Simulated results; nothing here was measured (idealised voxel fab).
voxel plated lines: a process module
cross-section cut | 245 nm wide | cells 5 nm
This document writes a cross-section as a grid whose cells are square, and gives it as bands, listed from the top down; one or more rows of cells form a band.
Look at the band entry: it leads with the top's height and the bottom's height in nm. Then it lists the materials left to right, with a width in nm for each. The word "throughout" on a single material says that material fills the band edge to edge. The word "blank" is empty space.
Basically, 0 is our baseline, since under it the wafer straight out of the box is all one material. The bottom band has no lower end and keeps on going down, so it looks like "0 nm and below".
When a width is written as two numbers, as in "30->40", the first number is the width in the top row of cells of the band and the second is the width in its bottom row, and the width changes by the same amount from each row to the next.
The designation "changes: none", where it is given for a processing step, indicates that no cell of the cross-section was altered in the course of that step.
"Closed void list" - sealed voids, min. 8 cells, no opening to top; format: width x height at distance (distance from left edge; nm throughout).
Whatever follows a step's settings on its line is a remark the simulator itself makes about that step.
"overlay nm" answers the question of how far to the right of plan the mask lay on a step that has a mask, and when it is negative the answer is to the left.

The following list gives the planned process steps
- 1: op RECEIVE | material Si
- 2: op CONFORMAL_DEP | material SiN | thk nm 10
- 3: op DIRECTIONAL_DEP | material TiN | thk nm 5
- 4: op PATTERN | tone open | mask id LINES | material resist | width nm 30 | pitch nm 55 | thk nm 35 | overlay nm -10
- 5: op EPI | material Ru | thk nm 10
- 6: op EPI | material Ru | thk nm 5
- 7: op EPI | material Ru | thk nm 5
- 8: op STRIP | etch materials resist
- 9: op DIRECTIONAL_ETCH | etch materials TiN | depth nm 5
- 10: op CONFORMAL_DEP | material SiO2 | thk nm 5
Split variable: overlay nm, step 4. Plan value = first wafer. Wafers start alike.

Cross-section of the first incoming wafer of several, state after step 1
	0 nm and below = Si throughout
	Closed void list: none

After the module's final step, step 10: the first of several wafers in cross-section
	40 nm to 35 nm = blank 10, SiO2 40, blank 15, SiO2 40, blank 15, SiO2 40, blank 15, SiO2 40, blank 30
	35 nm to 15 nm = blank 10, SiO2 5, Ru 30, SiO2 5, blank 15, SiO2 5, Ru 30, SiO2 5, blank 15, SiO2 5, Ru 30, SiO2 5, blank 15, SiO2 5, Ru 30, SiO2 5, blank 30
	15 nm to 10 nm = SiO2 15, TiN 30, SiO2 25, TiN 30, SiO2 25, TiN 30, SiO2 25, TiN 30, SiO2 35
	10 nm to 0 nm = SiN throughout
	0 nm and below = Si throughout
	Closed void list: none

Module end, final wafer: cross-section
	40 nm to 35 nm = blank 30, SiO2 40, blank 15, SiO2 40, blank 15, SiO2 40, blank 15, SiO2 40, blank 10
	35 nm to 15 nm = blank 30, SiO2 5, Ru 30, SiO2 5, blank 15, SiO2 5, Ru 30, SiO2 5, blank 15, SiO2 5, Ru 30, SiO2 5, blank 15, SiO2 5, Ru 30, SiO2 5, blank 10
	15 nm to 10 nm = SiO2 35, TiN 30, SiO2 25, TiN 30, SiO2 25, TiN 30, SiO2 25, TiN 30, SiO2 15
	10 nm to 0 nm = SiN throughout
	0 nm and below = Si throughout
	Closed void list: none

Tabulated below, wafer by wafer, are the end-of-module results: for each material, the number of cells gained (+) or lost (-) relative to the as-received state, followed by the closed voids
overlay nm -10; +96 Ru; +98 SiN; +89 SiO2; +24 TiN; Closed void list: none
overlay nm -5; +96 Ru; +98 SiN; +89 SiO2; +24 TiN; Closed void list: none
overlay nm 0; +96 Ru; +98 SiN; +89 SiO2; +24 TiN; Closed void list: none
overlay nm 5; +96 Ru; +98 SiN; +89 SiO2; +24 TiN; Closed void list: none
overlay nm 10; +96 Ru; +98 SiN; +89 SiO2; +24 TiN; Closed void list: none
